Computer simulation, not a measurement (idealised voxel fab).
Name of the process module below: voxel transistor to metal
Cross-section cut: width 285 nm, square cells of 5 nm.
Notation: cross-section as square-cell grid; stated in bands, top first, going down; one or more cell rows per band.
Band entry format. Leading values: height of top, height of bottom, nm. Remainder: materials in left-to-right order, each with its width in nm. Special words: "full width" on a single material, which then fills the band edge to edge; "blank", empty space.
Measure heights from 0. That's the level where, below it, the as-received wafer is all one material. The lowest band is bottomless and extends downward; write it as in "0 down".
A width such as "30->40" changes by the same amount from each row of cells to the next, from the band's top row to its bottom row.
Step note "remains unaltered" = no cross-section cell changed.
Any empty space of 8 cells or more lacking an open way to the top shows up in "Enclosed void listing" as width x height at distance, distance from the left edge, in nm.
What comes after the settings on a step's line is commentary from the simulator itself on that step.
"overlay nm" denotes, for a step that has a mask, the displacement of the mask to the right of its planned place, with negative values corresponding to the left.
Steps in the process plan:
| 1 | RECEIVE with material Si |
| 2 | OXIDIZE with depth nm 5 |
| 3 | CONFORMAL_DEP with material SiN, thk nm 10 |
| 4 | DIRECTIONAL_DEP with material aC, thk nm 15 |
| 5 | PATTERN with tone cover, mask id ACTIVE, material resist, width nm 105, pitch nm 130, thk nm 30, overlay nm 0 |
| 6 | DIRECTIONAL_ETCH with etch materials aC, depth nm 15 |
| 7 | STRIP with etch materials resist |
| 8 | DIRECTIONAL_ETCH with etch materials SiN, depth nm 10 |
| 9 | DIRECTIONAL_ETCH with etch materials SiO2, depth nm 5 |
| 10 | DIRECTIONAL_ETCH with etch materials Si, depth nm 20 |
| 11 | STRIP with etch materials aC |
| 12 | FILL_DEP with material SiO2, thk nm 5 |
| 13 | CMP with height nm 10 |
| 14 | SELECTIVE_ETCH with etch materials SiO2, depth nm 10 |
| 15 | STRIP with etch materials SiN |
| 16 | SELECTIVE_ETCH with etch materials SiO2, depth nm 5 |
| 17 | OXIDIZE with depth nm 5 |
| 18 | DIRECTIONAL_DEP with material polySi, thk nm 20 |
| 19 | DIRECTIONAL_DEP with material SiCN, thk nm 10 |
| 20 | PATTERN with tone cover, mask id GATE, material resist, width nm 35, pitch nm 130, thk nm 15, overlay nm 0 |
| 21 | DIRECTIONAL_ETCH with etch materials SiCN, depth nm 20 |
| 22 | DIRECTIONAL_ETCH with etch materials polySi, depth nm 30 |
| 23 | STRIP with etch materials resist |
| 24 | CONFORMAL_DEP with material SiN, thk nm 10 |
| 25 | DIRECTIONAL_ETCH with etch materials SiN, depth nm 10 |
| 26 | DIRECTIONAL_ETCH with etch materials SiO2, depth nm 5 |
| 27 | DIRECTIONAL_ETCH with etch materials Si, depth nm 10 |
| 28 | EPI with material pSi, thk nm 15 |
| 29 | FILL_DEP with material SiO2, thk nm 5 |
| 30 | CMP with height nm 15 |
| 31 | STRIP with etch materials polySi |
| 32 | SELECTIVE_ETCH with etch materials SiO2, depth nm 5 |
| 33 | CONFORMAL_DEP with material HfO2, thk nm 5 |
| 34 | CONFORMAL_DEP with material TiN, thk nm 5 |
| 35 | FILL_DEP with material W, thk nm 10 |
| 36 | CMP with height nm 10 |
| 37 | DIRECTIONAL_DEP with material SiO2, thk nm 10 |
| 38 | MASKED_ETCH with tone open, mask id CONTACT, width nm 15, etch materials SiO2, depth nm 25, overlay nm 0 |
| 39 | CONFORMAL_DEP with material TiN, thk nm 5 |
| 40 | FILL_DEP with material W, thk nm 10 |
| 41 | CMP with height nm 20 |
| 42 | DIRECTIONAL_DEP with material TiN, thk nm 5 |
| 43 | DIRECTIONAL_DEP with material W, thk nm 25 |
| 44 | PATTERN with tone cover, mask id METAL_1, material resist, width nm 15, thk nm 15, overlay nm 0 |
| 45 | DIRECTIONAL_ETCH with etch materials W, depth nm 25 |
| 46 | DIRECTIONAL_ETCH with etch materials TiN, depth nm 5 |
| 47 | STRIP with etch materials resist |
| 48 | CONFORMAL_DEP with material SiN, thk nm 5 |
| 49 | FILL_DEP with material lowk, thk nm 5 |
| 50 | CMP with height nm 50 |
| 51 | CONFORMAL_DEP with material SiCN, thk nm 5 |
| 52 | DIRECTIONAL_DEP with material lowk, thk nm 25 |
| 53 | DIRECTIONAL_DEP with material aC, thk nm 10 |
| 54 | PATTERN with tone open, mask id METAL_2, material resist, width nm 15, pitch nm 130, thk nm 25, overlay nm 0 |
| 55 | DIRECTIONAL_ETCH with etch materials aC, depth nm 10 |
| 56 | STRIP with etch materials resist |
| 57 | DIRECTIONAL_ETCH with etch materials lowk, depth nm 15 |
| 58 | STRIP with etch materials aC |
| 59 | DIRECTIONAL_DEP with material aC, thk nm 15 |
| 60 | PATTERN with tone open, mask id METAL_2_HOLES, material resist, width nm 15, pitch nm 130, thk nm 35, overlay nm 0 |
| 61 | DIRECTIONAL_ETCH with etch materials aC, depth nm 15 |
| 62 | STRIP with etch materials resist |
| 63 | DIRECTIONAL_ETCH with etch materials lowk, depth nm 10 |
| 64 | DIRECTIONAL_ETCH with etch materials SiCN, depth nm 5 |
| 65 | STRIP with etch materials aC |
| 66 | CONFORMAL_DEP with material TiN, thk nm 5 |
| 67 | FILL_DEP with material Cu, thk nm 10 |
| 68 | CMP with height nm 80 |
| 69 | CONFORMAL_DEP with material SiCN, thk nm 5 |
Cross-sectional view of the wafer in its as-received condition, corresponding to the state after step 1:
0 down: Si full width
Enclosed void listing: none
Wafer cross-section at module end: first of two, run to plan:
85 to 80: SiCN full width
80 to 55: lowk=30 | TiN=5 | Cu=5 | TiN=5 | lowk=115 | TiN=5 | Cu=5 | TiN=5 | lowk=110
55 to 50: SiCN=30 | TiN=15 | SiCN=115 | TiN=15 | SiCN=110
50 to 25: lowk=25 | SiN=5 | W=15 | SiN=5 | lowk=55 | SiN=5 | W=15 | SiN=5 | lowk=25 | SiN=5 | W=15 | SiN=5 | lowk=55 | SiN=5 | W=15 | SiN=5 | lowk=25
25 to 20: SiN=30 | TiN=15 | SiN=65 | TiN=15 | SiN=35 | TiN=15 | SiN=65 | TiN=15 | SiN=30
20 to 10: SiO2=30 | TiN=5 | W=5 | TiN=5 | SiO2=65 | TiN=5 | W=5 | TiN=5 | SiO2=35 | TiN=5 | W=5 | TiN=5 | SiO2=65 | TiN=5 | W=5 | TiN=5 | SiO2=30
10 to 5: SiO2=30 | TiN=15 | SiO2=5 | SiN=10 | HfO2=5 | TiN=5 | W=15 | TiN=5 | HfO2=5 | SiN=10 | SiO2=5 | TiN=15 | SiO2=35 | TiN=15 | SiO2=5 | SiN=10 | HfO2=5 | TiN=5 | W=15 | TiN=5 | HfO2=5 | SiN=10 | SiO2=5 | TiN=15 | SiO2=30
5 to 0: SiO2=30 | TiN=5 | pSi=15 | SiN=10 | HfO2=5 | TiN=5 | W=15 | TiN=5 | HfO2=5 | SiN=10 | pSi=15 | TiN=5 | SiO2=35 | TiN=5 | pSi=15 | SiN=10 | HfO2=5 | TiN=5 | W=15 | TiN=5 | HfO2=5 | SiN=10 | pSi=15 | TiN=5 | SiO2=30
0 to -5: SiO2=30 | TiN=5 | pSi=15 | SiN=10 | HfO2=5 | TiN=25 | HfO2=5 | SiN=10 | pSi=15 | TiN=5 | SiO2=35 | TiN=5 | pSi=15 | SiN=10 | HfO2=5 | TiN=25 | HfO2=5 | SiN=10 | pSi=15 | TiN=5 | SiO2=30
-5 to -10: SiO2=20 | pSi=30 | SiO2=5 | HfO2=45 | SiO2=5 | pSi=30 | SiO2=15 | pSi=30 | SiO2=5 | HfO2=45 | SiO2=5 | pSi=30 | SiO2=20
-10 to -20: SiO2=25 | pSi=25 | Si=55 | pSi=25 | SiO2=25 | pSi=25 | Si=55 | pSi=25 | SiO2=25
-20 to -25: SiO2=25 | Si=105 | SiO2=25 | Si=105 | SiO2=25
-25 down: Si full width
Enclosed void listing: none
End-of-module cross-section of the second wafer: identical starting point and process plan to the first, with one processing mistake:
85 to 80: SiCN full width
80 to 55: lowk=30 | TiN=5 | Cu=5 | TiN=5 | lowk=115 | TiN=5 | Cu=5 | TiN=5 | lowk=110
55 to 50: SiCN=30 | TiN=15 | SiCN=115 | TiN=15 | SiCN=110
50 to 25: lowk=25 | SiN=5 | W=15 | SiN=5 | lowk=55 | SiN=5 | W=15 | SiN=5 | lowk=25 | SiN=5 | W=15 | SiN=5 | lowk=55 | SiN=5 | W=15 | SiN=5 | lowk=25
25 to 20: SiN=30 | TiN=15 | SiN=65 | TiN=15 | SiN=35 | TiN=15 | SiN=65 | TiN=15 | SiN=30
20 to 10: SiO2=30 | TiN=5 | W=5 | TiN=5 | SiO2=65 | TiN=5 | W=5 | TiN=5 | SiO2=35 | TiN=5 | W=5 | TiN=5 | SiO2=65 | TiN=5 | W=5 | TiN=5 | SiO2=30
10 to 0: SiO2=30 | TiN=5 | W=5 | TiN=5 | SiO2=5 | SiN=10 | HfO2=5 | TiN=5 | W=15 | TiN=5 | HfO2=5 | SiN=10 | SiO2=5 | TiN=5 | W=5 | TiN=5 | SiO2=35 | TiN=5 | W=5 | TiN=5 | SiO2=5 | SiN=10 | HfO2=5 | TiN=5 | W=15 | TiN=5 | HfO2=5 | SiN=10 | SiO2=5 | TiN=5 | W=5 | TiN=5 | SiO2=30
0 to -5: SiO2=30 | TiN=15 | SiO2=5 | SiN=10 | HfO2=5 | TiN=25 | HfO2=5 | SiN=10 | SiO2=5 | TiN=15 | SiO2=35 | TiN=15 | SiO2=5 | SiN=10 | HfO2=5 | TiN=25 | HfO2=5 | SiN=10 | SiO2=5 | TiN=15 | SiO2=30
-5 to -10: SiO2=55 | HfO2=45 | SiO2=85 | HfO2=45 | SiO2=55
-10 to -20: SiO2 full width
-20 to -25: SiO2=25 | Si=105 | SiO2=25 | Si=105 | SiO2=25
-25 down: Si full width
Enclosed void listing: none
In executing the process, a mistake was made relative to the plan: heads up, step 17 didn't go per plan, it actually ran as OXIDIZE with depth nm 15
Heads up, by the end the second wafer has more or fewer cells of some materials compared to the first: Si -44; SiO2 +116; TiN +8; W +8; pSi -88
